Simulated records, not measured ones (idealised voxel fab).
The process module that follows is named voxel ribs on slabs.
For reference, the cross-section in this document is cut, with width 270 nm and square cells of 5 nm.
Just so we're on the same page, the cross-sections are grids of square cells, and they're listed out in bands top to bottom, each band one or more rows deep.
For a band, the entry starts with two heights in nm, that of the top and then that of the bottom, and carries on with the band's materials in order from left to right, each alongside its width in nm; the word "edge to edge" beside a single material means it fills the band edge to edge, and "blank" means empty space.
For the purposes of this specification, 0 denotes the height below which the wafer in its as-received condition is composed wholly of one material, and the lowermost band, lacking a lower limit, extends downward without end, as expressed in "0 -> down".
Quick explanation for "30->40": the width changes in equal steps down the rows of cells, from the first number in the band's top row to the second number in its bottom row.
The cross-section has no changed cell in any step marked "remained the same".
What "Closed void register" gives you is every empty space of 8 cells or more that is cut off from the top. Each appears as width x height at distance, with the distance taken from the left edge and width, height and distance all in nm.
On each step's line, the part that comes after the settings is the simulator's own comment on the step.
The setting "overlay nm" may be written on the line of a step. When the step uses a mask, the value reports how far to the right of the planned place the mask lay, and a negative value reports that it lay to the left.
[The following list gives the planned process steps]
1) RECEIVE,material Si
2) DIRECTIONAL_DEP,material SiO2,thk nm 30
3) DIRECTIONAL_DEP,material polySi,thk nm 25
4) MASKED_ETCH,tone cover,mask id RIB,width nm 20,etch materials polySi,depth nm 20,overlay nm 0
5) PATTERN,tone cover,mask id SLAB,material resist,width nm 60,thk nm 20,overlay nm 0
6) DIRECTIONAL_ETCH,etch materials polySi,depth nm 5
7) STRIP,etch materials resist
8) FILL_DEP,material SiO2,thk nm 20
9) CMP,height nm 65
10) DIRECTIONAL_DEP,material TiN,thk nm 10
11) DIRECTIONAL_DEP,material aC,thk nm 10
12) PATTERN,tone cover,mask id HEATER,material resist,width nm 30,thk nm 30,overlay nm 0
13) DIRECTIONAL_ETCH,etch materials aC,depth nm 10
14) STRIP,etch materials resist
15) DIRECTIONAL_ETCH,etch materials TiN,depth nm 10
16) STRIP,etch materials aC
17) CONFORMAL_DEP,material SiO2,thk nm 10
For this document, wafers share an identical start and vary in the step 5 width nm; the plan quotes the first wafer's value.
[Received condition of the first of several wafers, sectioned: post-step 1]
    0 -> down  Si edge to edge
    Closed void register: none
[Tabulated below, wafer by wafer, are the end-of-module results: for each material, the number of cells gained (+) or lost (-) relative to the as-received state, followed by the closed voids]
width nm 60 | +790 SiO2 | +12 TiN | +28 polySi | Closed void register: none
width nm 65 | +789 SiO2 | +12 TiN | +29 polySi | Closed void register: none
width nm 70 | +788 SiO2 | +12 TiN | +30 polySi | Closed void register: none
width nm 75 | +787 SiO2 | +12 TiN | +31 polySi | Closed void register: none
width nm 80 | +786 SiO2 | +12 TiN | +32 polySi | Closed void register: none
width nm 85 | +785 SiO2 | +12 TiN | +33 polySi | Closed void register: none
